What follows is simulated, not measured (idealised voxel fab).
The process module presented herein is designated voxel transistor to metal.
We display cut, a cross-section 170 nm in width whose square cells are each 5 nm.
How to read a cross-section here: the picture is a grid of square cells, written as bands going from the top down, and any band can span one or more rows of cells. Heights first: top, then bottom, in nm. Then materials, left to right, each with a width in nm. "everywhere" on a single material: fills the band edge to edge. "blank": empty space. Convention: height 0 is the level below which the wafer, as received, is all one material. The lowest band does not terminate at the bottom but continues downward, represented as "0 nm and below". So if you see something like "30 to 40" for the width, read it as the top row of the band sitting at the first number and the bottom row at the second, with every row in between moving by the same amount as the last. "nothing was modified", as given for a step, is the statement that not any cell of the cross-section underwent a change during that step. Closed-off voids of 8+ cells (no open route to the top) go in "Closed empty spaces", written width x height at distance from the left edge, in nm. Text after the settings on a step's line: the simulator's own remark on that step. "overlay nm", when on a step's line for a step with a mask, measures how far to the right of its planned place the mask lay; a negative measure means to the left.

# Process steps foreseen in the plan
1) op RECEIVE | material Si
2) op CONFORMAL_DEP | material SiO2 | thk nm 5
3) op CONFORMAL_DEP | material SiN | thk nm 15
4) op DIRECTIONAL_DEP | material aC | thk nm 10
5) op PATTERN | tone cover | mask id ACTIVE | material resist | width nm 130 | thk nm 30 | overlay nm 0
6) op DIRECTIONAL_ETCH | etch materials aC | depth nm 10
7) op STRIP | etch materials resist
8) op DIRECTIONAL_ETCH | etch materials SiN | depth nm 15
9) op DIRECTIONAL_ETCH | etch materials SiO2 | depth nm 5
10) op DIRECTIONAL_ETCH | etch materials Si | depth nm 30
11) op STRIP | etch materials aC
12) op OXIDIZE | depth nm 5
13) op FILL_DEP | material SiO2 | thk nm 5
14) op CMP | height nm 20
15) op SELECTIVE_ETCH | etch materials SiO2 | depth nm 5
16) op STRIP | etch materials SiN
17) op SELECTIVE_ETCH | etch materials SiO2 | depth nm 5
18) op OXIDIZE | depth nm 5
19) op DIRECTIONAL_DEP | material polySi | thk nm 30
20) op DIRECTIONAL_DEP | material SiCN | thk nm 10
21) op MASKED_ETCH | tone cover | mask id GATE | width nm 30 | etch materials SiCN | depth nm 20 | overlay nm 0
22) op MASKED_ETCH | tone cover | mask id GATE | width nm 30 | etch materials polySi | depth nm 40 | overlay nm 0
23) op CONFORMAL_DEP | material SiO2 | thk nm 5
24) op DIRECTIONAL_ETCH | etch materials SiO2 | depth nm 5
25) op CONFORMAL_DEP | material SiN | thk nm 10
26) op DIRECTIONAL_ETCH | etch materials SiN | depth nm 10
27) op DIRECTIONAL_ETCH | etch materials SiO2 | depth nm 5
28) op EPI | material pSi | thk nm 5
29) op FILL_DEP | material SiO2 | thk nm 10
30) op CMP | height nm 30
31) op STRIP | etch materials polySi
32) op SELECTIVE_ETCH | etch materials SiO2 | depth nm 5
33) op CONFORMAL_DEP | material HfO2 | thk nm 5
34) op CONFORMAL_DEP | material TiN | thk nm 5
35) op FILL_DEP | material W | thk nm 10
36) op CMP | height nm 25
37) op DIRECTIONAL_DEP | material SiO2 | thk nm 15
38) op MASKED_ETCH | tone open | mask id CONTACT | width nm 20 | pitch nm 90 | etch materials SiO2 | depth nm 40 | overlay nm 0
39) op CONFORMAL_DEP | material TiN | thk nm 5
40) op FILL_DEP | material Ru | thk nm 5
41) op CMP | height nm 40
42) op CONFORMAL_DEP | material SiN | thk nm 5
43) op DIRECTIONAL_DEP | material lowk | thk nm 15
44) op PATTERN | tone open | mask id METAL_1 | material resist | width nm 20 | pitch nm 90 | thk nm 20 | overlay nm 0
45) op DIRECTIONAL_ETCH | etch materials lowk | depth nm 15
46) op DIRECTIONAL_ETCH | etch materials SiN | depth nm 5
47) op STRIP | etch materials resist
48) op CONFORMAL_DEP | material TiN | thk nm 5
49) op FILL_DEP | material Cu | thk nm 5
50) op CMP | height nm 60
51) op CONFORMAL_DEP | material SiCN | thk nm 5
52) op DIRECTIONAL_DEP | material SiO2 | thk nm 30
53) op PATTERN | tone open | mask id METAL_2 | material resist | width nm 20 | pitch nm 90 | thk nm 20 | overlay nm 0
54) op DIRECTIONAL_ETCH | etch materials SiO2 | depth nm 20
55) op STRIP | etch materials resist
56) op DIRECTIONAL_DEP | material aC | thk nm 10
57) op PATTERN | tone open | mask id METAL_2_HOLES | material resist | width nm 15 | pitch nm 90 | thk nm 30 | overlay nm 0
58) op DIRECTIONAL_ETCH | etch materials aC | depth nm 10
59) op STRIP | etch materials resist
60) op DIRECTIONAL_ETCH | etch materials SiO2 | depth nm 10
61) op DIRECTIONAL_ETCH | etch materials SiCN | depth nm 5
62) op STRIP | etch materials aC
63) op CONFORMAL_DEP | material TiN | thk nm 5
64) op FILL_DEP | material Cu | thk nm 10
65) op CMP | height nm 95
66) op CONFORMAL_DEP | material SiCN | thk nm 5

# So this is the incoming wafer in cross-section - it's already been through step 1
	0 nm and below  Si everywhere
	Closed empty spaces: none

# The first of the two wafers as seen in cross-section once the module was finished; processing followed the plan
	100 nm to 95 nm  SiCN everywhere
	95 nm to 80 nm  SiO2=30 / TiN=5 / Cu=10 / TiN=5 / SiO2=70 / TiN=5 / Cu=10 / TiN=5 / SiO2=30
	80 nm to 75 nm  SiO2=30 / TiN=5 / Cu=5 / TiN=10 / SiO2=70 / TiN=5 / Cu=5 / TiN=10 / SiO2=30
	75 nm to 65 nm  SiO2=30 / TiN=5 / Cu=5 / TiN=5 / SiO2=75 / TiN=5 / Cu=5 / TiN=5 / SiO2=35
	65 nm to 60 nm  SiCN=30 / TiN=15 / SiCN=75 / TiN=15 / SiCN=35
	60 nm to 45 nm  lowk=30 / TiN=5 / Cu=10 / TiN=5 / lowk=70 / TiN=5 / Cu=10 / TiN=5 / lowk=30
	45 nm to 40 nm  SiN=30 / TiN=20 / SiN=70 / TiN=20 / SiN=30
	40 nm to 25 nm  SiO2=30 / TiN=5 / Ru=10 / TiN=5 / SiO2=70 / TiN=5 / Ru=10 / TiN=5 / SiO2=30
	25 nm to 10 nm  SiO2=30 / TiN=5 / Ru=10 / TiN=5 / SiO2=5 / SiN=10 / HfO2=5 / TiN=5 / W=20 / TiN=5 / HfO2=5 / SiN=10 / SiO2=5 / TiN=5 / Ru=10 / TiN=5 / SiO2=30
	10 nm to 5 nm  SiO2=20 / SiN=10 / TiN=5 / Ru=10 / TiN=5 / SiO2=5 / SiN=10 / HfO2=5 / TiN=5 / W=20 / TiN=5 / HfO2=5 / SiN=10 / SiO2=5 / TiN=5 / Ru=10 / TiN=5 / SiN=10 / SiO2=20
	5 nm to 0 nm  SiO2=20 / SiN=10 / TiN=20 / SiO2=5 / SiN=10 / HfO2=5 / TiN=30 / HfO2=5 / SiN=10 / SiO2=5 / TiN=20 / SiN=10 / SiO2=20
	0 nm to -5 nm  SiO2=30 / pSi=25 / SiO2=10 / HfO2=40 / SiO2=10 / pSi=25 / SiO2=30
	-5 nm to -35 nm  SiO2=25 / Si=120 / SiO2=25
	-35 nm and below  Si everywhere
	Closed empty spaces: none

# Cross-section of the latter of the two wafers at module completion. It had an identical start and an identical plan to the former; in running it, one mistake was made
	100 nm to 95 nm  SiCN everywhere
	95 nm to 80 nm  SiO2=30 / TiN=5 / Cu=10 / TiN=5 / SiO2=70 / TiN=5 / Cu=10 / TiN=5 / SiO2=30
	80 nm to 75 nm  SiO2=30 / TiN=5 / Cu=5 / TiN=10 / SiO2=70 / TiN=5 / Cu=5 / TiN=10 / SiO2=30
	75 nm to 65 nm  SiO2=30 / TiN=5 / Cu=5 / TiN=5 / SiO2=75 / TiN=5 / Cu=5 / TiN=5 / SiO2=35
	65 nm to 60 nm  SiCN=30 / TiN=15 / SiCN=75 / TiN=15 / SiCN=35
	60 nm to 45 nm  lowk=30 / TiN=5 / Cu=10 / TiN=5 / lowk=70 / TiN=5 / Cu=10 / TiN=5 / lowk=30
	45 nm to 40 nm  SiN=30 / TiN=20 / SiN=70 / TiN=20 / SiN=30
	40 nm to 25 nm  SiO2=30 / TiN=5 / Ru=10 / TiN=5 / SiO2=70 / TiN=5 / Ru=10 / TiN=5 / SiO2=30
	25 nm to 10 nm  SiO2=30 / TiN=5 / Ru=10 / TiN=5 / SiO2=5 / SiN=10 / HfO2=5 / TiN=5 / W=20 / TiN=5 / HfO2=5 / SiN=10 / SiO2=5 / TiN=5 / Ru=10 / TiN=5 / SiO2=30
	10 nm to 5 nm  SiO2=20 / SiN=10 / TiN=5 / Ru=10 / TiN=5 / SiO2=5 / SiN=10 / HfO2=5 / TiN=5 / W=20 / TiN=5 / HfO2=5 / SiN=10 / SiO2=5 / TiN=5 / Ru=10 / TiN=5 / SiN=10 / SiO2=20
	5 nm to 0 nm  SiO2=20 / SiN=10 / TiN=20 / SiO2=5 / SiN=10 / HfO2=5 / TiN=30 / HfO2=5 / SiN=10 / SiO2=5 / TiN=20 / SiN=10 / SiO2=20
	0 nm to -5 nm  SiO2=30 / pSi=25 / SiO2=10 / HfO2=40 / SiO2=10 / pSi=25 / SiO2=30
	-5 nm to -45 nm  SiO2=25 / Si=120 / SiO2=25
	-45 nm and below  Si everywhere
	Closed empty spaces: none
Where did the run depart from the plan? step 10 did not happen as planned, as run it was op DIRECTIONAL_ETCH | etch materials Si | depth nm 40
Final tally in cells, some materials are higher or lower on the second wafer than on the first: Si -20; SiO2 +20
